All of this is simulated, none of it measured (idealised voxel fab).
The following is a process module called voxel fin reveal.
cross-section cut | 295 nm wide | cells 5 nm
Cross-section spec: square-cell grid; bands listed top down; each band is one or more rows.
Basically the band line says how high the top is and how high the bottom is, in nm, and then what's in it from left to right, every material with its width in nm. Empty space shows up as "empty", and if a single material carries "everywhere" it runs the full band edge to edge.
It should be noted that heights are counted from 0, beneath which the wafer as supplied is of one material throughout, and that the lowest band possesses no lower boundary but continues downward, as written in "0 nm and below".
A width given as "30 to 40" starts at the first number in the band's top row and ends at the second number in its bottom row, shifting by an equal amount at every step from row to row.
Given "nothing changed" for a step, no cell of the cross-section differs between before and after that step.
Under "Enclosed voids" you'll find the enclosed gaps, the ones with no way out to the top, that are 8 cells or bigger; each reads width x height at distance, with distance counted from the left edge, everything in nm.
Anything after a step's settings on that line? It's the simulator's own note about the step.
"overlay nm" answers the question of how far to the right of plan the mask lay on a step that has a mask, and when it is negative the answer is to the left.
PROCESS STEPS FORESEEN IN THE PLAN
- 1: RECEIVE: material Si
- 2: CONFORMAL_DEP: material SiN, thk nm 5
- 3: MASKED_ETCH: tone cover, mask id FINS, width nm 15, pitch nm 45, etch materials SiN, depth nm 5, overlay nm 0
- 4: MASKED_ETCH: tone cover, mask id FINS, width nm 15, pitch nm 45, etch materials Si, depth nm 30, overlay nm 0
- 5: OXIDIZE: depth nm 5
- 6: FILL_DEP: material SiO2, thk nm 5
- 7: CMP: height nm 5
- 8: SELECTIVE_ETCH: etch materials SiO2, depth nm 25
- 9: STRIP: etch materials SiN
FIRST WAFER, AS PLANNED
WAFER AS RECEIVED: CROSS-SECTION FOLLOWING STEP 1
> 0 nm and below: Si everywhere
> Enclosed voids: none
THE WAFER, SEEN IN CROSS-SECTION, AFTER STEP 2
> 5 nm to 0 nm: SiN everywhere
> Below 0 it's all the same as before, nothing changed down there.
THE WAFER, SEEN IN CROSS-SECTION, AFTER STEP 3
> 5 nm to 0 nm: 95 empty  15 SiN  30 empty  15 SiN  30 empty  15 SiN  95 empty
> Below 0 it's all the same as before, nothing changed down there.
THE WAFER, SEEN IN CROSS-SECTION, AFTER STEP 4
> 5 nm to 0 nm: 95 empty  15 SiN  30 empty  15 SiN  30 empty  15 SiN  95 empty
> 0 nm to -30 nm: 95 empty  15 Si  30 empty  15 Si  30 empty  15 Si  95 empty
> Below -30 it's all the same as before, nothing changed down there.
THE WAFER, SEEN IN CROSS-SECTION, AFTER STEP 5
> 5 nm to 0 nm: 95 empty  15 SiN  30 empty  15 SiN  30 empty  15 SiN  95 empty
> 0 nm to -30 nm: 95 empty  5 SiO2  5 Si  5 SiO2  30 empty  5 SiO2  5 Si  5 SiO2  30 empty  5 SiO2  5 Si  5 SiO2  95 empty
> -30 nm to -35 nm: 100 SiO2  5 Si  40 SiO2  5 Si  40 SiO2  5 Si  100 SiO2
> Below -35 it's all the same as before, nothing changed down there.
THE WAFER, SEEN IN CROSS-SECTION, AFTER STEP 6
> 10 nm to 5 nm: SiO2 everywhere
> 5 nm to 0 nm: 95 SiO2  15 SiN  30 SiO2  15 SiN  30 SiO2  15 SiN  95 SiO2
> 0 nm to -35 nm: 100 SiO2  5 Si  40 SiO2  5 Si  40 SiO2  5 Si  100 SiO2
> Below -35 it's all the same as before, nothing changed down there.
THE WAFER, SEEN IN CROSS-SECTION, AFTER STEP 7
> 5 nm to 0 nm: 95 SiO2  15 SiN  30 SiO2  15 SiN  30 SiO2  15 SiN  95 SiO2
> Below 0 it's all the same as before, nothing changed down there.
THE WAFER, SEEN IN CROSS-SECTION, AFTER STEP 8
> 5 nm to 0 nm: 95 empty  15 SiN  30 empty  15 SiN  30 empty  15 SiN  95 empty
> 0 nm to -20 nm: 100 empty  5 Si  40 empty  5 Si  40 empty  5 Si  100 empty
> Below -20 it's all the same as before, nothing changed down there.
THE WAFER, SEEN IN CROSS-SECTION, AFTER STEP 9
> 0 nm to -20 nm: 100 empty  5 Si  40 empty  5 Si  40 empty  5 Si  100 empty
> Below -20 it's all the same as before, nothing changed down there.
WAFER TWO. IDENTICAL START, IDENTICAL PLAN. ONE MISTAKE IN EXECUTION. IDENTICAL HISTORY THROUGH STEP 2
HERE IS THE SECOND WAFER IN CROSS-SECTION AT THE POINT WHERE STEP 3 OF THE PLAN SHOULD HAVE BEEN DONE
> 5 nm to 0 nm: 90 empty  25 SiN  20 empty  25 SiN  20 empty  25 SiN  90 empty
> Below 0 it's all the same as before, nothing changed down there.
HERE IS THE SECOND WAFER IN CROSS-SECTION AT THE POINT WHERE STEP 4 OF THE PLAN SHOULD HAVE BEEN DONE
> 5 nm to 0 nm: 90 empty  25 SiN  20 empty  25 SiN  20 empty  25 SiN  90 empty
> 0 nm to -30 nm: 90 empty  25 Si  20 empty  25 Si  20 empty  25 Si  90 empty
> Below -30 it's all the same as before, nothing changed down there.
HERE IS THE SECOND WAFER IN CROSS-SECTION AT THE POINT WHERE STEP 5 OF THE PLAN SHOULD HAVE BEEN DONE
> 5 nm to 0 nm: 90 empty  25 SiN  20 empty  25 SiN  20 empty  25 SiN  90 empty
> 0 nm to -30 nm: 90 empty  5 SiO2  15 Si  5 SiO2  20 empty  5 SiO2  15 Si  5 SiO2  20 empty  5 SiO2  15 Si  5 SiO2  90 empty
> -30 nm to -35 nm: 95 SiO2  15 Si  30 SiO2  15 Si  30 SiO2  15 Si  95 SiO2
> Below -35 it's all the same as before, nothing changed down there.
HERE IS THE SECOND WAFER IN CROSS-SECTION AT THE POINT WHERE STEP 6 OF THE PLAN SHOULD HAVE BEEN DONE
> 10 nm to 5 nm: SiO2 everywhere
> 5 nm to 0 nm: 90 SiO2  25 SiN  20 SiO2  25 SiN  20 SiO2  25 SiN  90 SiO2
> 0 nm to -35 nm: 95 SiO2  15 Si  30 SiO2  15 Si  30 SiO2  15 Si  95 SiO2
> Below -35 it's all the same as before, nothing changed down there.
HERE IS THE SECOND WAFER IN CROSS-SECTION AT THE POINT WHERE STEP 7 OF THE PLAN SHOULD HAVE BEEN DONE
> 5 nm to 0 nm: 90 SiO2  25 SiN  20 SiO2  25 SiN  20 SiO2  25 SiN  90 SiO2
> Below 0 it's all the same as before, nothing changed down there.
HERE IS THE SECOND WAFER IN CROSS-SECTION AT THE POINT WHERE STEP 8 OF THE PLAN SHOULD HAVE BEEN DONE
> 5 nm to 0 nm: 90 empty  25 SiN  20 empty  25 SiN  20 empty  25 SiN  90 empty
> 0 nm to -20 nm: 95 empty  15 Si  30 empty  15 Si  30 empty  15 Si  95 empty
> Below -20 it's all the same as before, nothing changed down there.
HERE IS THE SECOND WAFER IN CROSS-SECTION AT THE POINT WHERE STEP 9 OF THE PLAN SHOULD HAVE BEEN DONE
> 0 nm to -20 nm: 95 empty  15 Si  30 empty  15 Si  30 empty  15 Si  95 empty
> Below -20 it's all the same as before, nothing changed down there.
The plan and the run diverged here: step 3 deviated from plan and actually ran as MASKED_ETCH: tone cover, mask id FINS, width nm 25, pitch nm 45, etch materials SiN, depth nm 5, overlay nm 0
End check, counted in cells, second wafer has more or fewer of these materials than the first: Si: 42 more | SiO2: 18 fewer
